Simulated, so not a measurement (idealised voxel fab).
process module | voxel released beams
Section shown: cut. Width: 235 nm. Cell size: 5 nm, square.
Bands, listed from the top down, are how a cross-section gets written in this document; the cross-section itself is a grid of square cells, and a band is one or more rows of them. Quick guide to a band line: top height, bottom height (nm) up front; then every material left to right with its width in nm. Only one material and it's marked "all across"? Then it fills the band edge to edge. And "air" just means empty space. Measure heights from 0. That's the level where, below it, the as-received wafer is all one material. The lowest band is bottomless and extends downward; write it as in "0 -> down". Note: "30->40" means the width goes from the first number (top row of the band) to the second number (bottom row) in equal steps per row of cells. Reading "remained unchanged" for a step: not a cell of the cross-section changed in it. Voids not open to the top, 8 cells minimum: see "Fully enclosed voids". Written width x height at distance; distance is from the left edge; nm. That trailing text on a step's line, after the settings, is the simulator's own remark on the step. For masked steps, "overlay nm" on the step line gives how far right of plan the mask actually lay; a minus sign means it lay to the left.

THIS SECTION LISTS THE PROCESS STEPS THAT WERE PLANNED
- 1: RECEIVE,material Si
- 2: CONFORMAL_DEP,material Al2O3,thk nm 5
- 3: DIRECTIONAL_DEP,material SiO2,thk nm 10
- 4: DIRECTIONAL_DEP,material aC,thk nm 10
- 5: PATTERN,tone open,mask id ANCHOR,material resist,width nm 35,thk nm 30,overlay nm 0
- 6: DIRECTIONAL_ETCH,etch materials aC,depth nm 10
- 7: STRIP,etch materials resist
- 8: DIRECTIONAL_ETCH,etch materials SiO2,depth nm 10
- 9: STRIP,etch materials aC
- 10: CONFORMAL_DEP,material SiN,thk nm 15
- 11: PATTERN,tone cover,mask id BEAM,material resist,width nm 120,thk nm 15,overlay nm 0
- 12: DIRECTIONAL_ETCH,etch materials SiN,depth nm 15
- 13: STRIP,etch materials resist
- 14: STRIP,etch materials SiO2

DELIVERED WAFER IN CROSS-SECTION: STATE AFTER STEP 1
0 -> down = Si all across
Fully enclosed voids: none

CROSS-SECTIONAL VIEW OF THE FIRST OF THE TWO WAFERS UPON COMPLETION OF THE MODULE, PROCESSED IN ACCORDANCE WITH THE PLAN
30 -> 20 = air 55 / SiN 20 / air 5 / SiN 95 / air 60
20 -> 15 = air 55 / SiN 120 / air 60
15 -> 5 = air 60 / SiN 35 / air 140
5 -> 0 = Al2O3 all across
0 -> down = Si all across
Fully enclosed voids: none

CROSS-SECTION AT END OF MODULE FOR THE SECOND WAFER OF TWO, WHICH MATCHED THE FIRST IN STARTING POINT AND PLAN AND DIFFERED BY ONE MISTAKE IN ITS PROCESSING
30 -> 20 = air 45 / SiN 30 / air 5 / SiN 85 / air 70
20 -> 15 = air 45 / SiN 120 / air 70
15 -> 5 = air 60 / SiN 35 / air 140
5 -> 0 = Al2O3 all across
0 -> down = Si all across
Fully enclosed voids: none
Here's what went sideways: not per plan at step 11, really ran PATTERN,tone cover,mask id BEAM,material resist,width nm 120,thk nm 15,overlay nm -10
Final wafers compared: equal cell tally per material, rearranged layout.
